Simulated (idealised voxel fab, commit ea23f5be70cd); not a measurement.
Process module name: voxel spacer lines
Cross-sectional view cut (width: 175 nm; square cell size: 5 nm).
If you're reading a cross-section in this doc, picture square cells in a grid; it comes to you as bands, top ones listed first down to the bottom, and a band can be one or more rows of cells. Per band: top height and bottom height in nm, followed by the left-to-right materials and their widths in nm; "all across" marks a single material spanning edge to edge, "air" marks empty space. For the purposes of this specification, 0 denotes the height below which the wafer in its as-received condition is composed wholly of one material, and the lowermost band, lacking a lower limit, extends downward without end, as expressed in "0 nm and below". You'd read "30 to 40" like this: the band's top row of cells is as wide as the first number, its bottom row is as wide as the second, and going down, every row changes width by the same amount as the row before did. Step note "everything unchanged" = no cross-section cell changed. Closed-off voids of 8+ cells (no open route to the top) go in "Closed empty spaces", written width x height at distance from the left edge, in nm. Read whatever lies past the settings on a step's line as the simulator's own remark about the step. overlay nm: mask offset rightward from planned place, masked step; negative means leftward offset.

-- So here's the lineup of process steps we planned
- 1: RECEIVE,material Si
- 2: CONFORMAL_DEP,material Al2O3,thk nm 10
- 3: DIRECTIONAL_DEP,material TiN,thk nm 10
- 4: DIRECTIONAL_DEP,material aC,thk nm 30
- 5: PATTERN,tone cover,mask id MANDREL,material resist,width nm 20,pitch nm 60,thk nm 40,overlay nm 0
- 6: DIRECTIONAL_ETCH,etch materials aC,depth nm 30
- 7: STRIP,etch materials resist
- 8: CONFORMAL_DEP,material SiN,thk nm 10
- 9: DIRECTIONAL_ETCH,etch materials SiN,depth nm 5
- 10: STRIP,etch materials aC
- 11: DIRECTIONAL_ETCH,etch materials TiN,depth nm 10
- 12: STRIP,etch materials SiN
The plan's step 9 depth nm is the first wafer's value; the wafers differ in this setting and start identical.

-- As received, i.e. after step 1: cross-section through the first of several wafers
* 0 nm and below | Si all across
* Closed empty spaces: none

-- First of several wafers, sectioned at end of module (last step: step 12)
* 50 nm to 20 nm | 45 of air | 20 of aC | 40 of air | 20 of aC | 50 of air
* 20 nm to 10 nm | TiN all across
* 10 nm to 0 nm | Al2O3 all across
* 0 nm and below | Si all across
* Closed empty spaces: none

-- Cross-section of the last wafer at end of module
* 20 nm to 10 nm | 35 of air | 10 of TiN | 20 of air | 10 of TiN | 20 of air | 10 of TiN | 20 of air | 10 of TiN | 40 of air
* 10 nm to 0 nm | Al2O3 all across
* 0 nm and below | Si all across
* Closed empty spaces: none

-- Where each wafer stands at the end of the module, a row apiece: cells of each material gained (+) or lost (-) since it was received, then closed voids
depth nm 5; +70 Al2O3; +70 TiN; +48 aC; Closed empty spaces: none
depth nm 10; +70 Al2O3; +16 TiN; Closed empty spaces: none
depth nm 15; +70 Al2O3; +16 TiN; Closed empty spaces: none
depth nm 20; +70 Al2O3; +16 TiN; Closed empty spaces: none
depth nm 25; +70 Al2O3; +16 TiN; Closed empty spaces: none
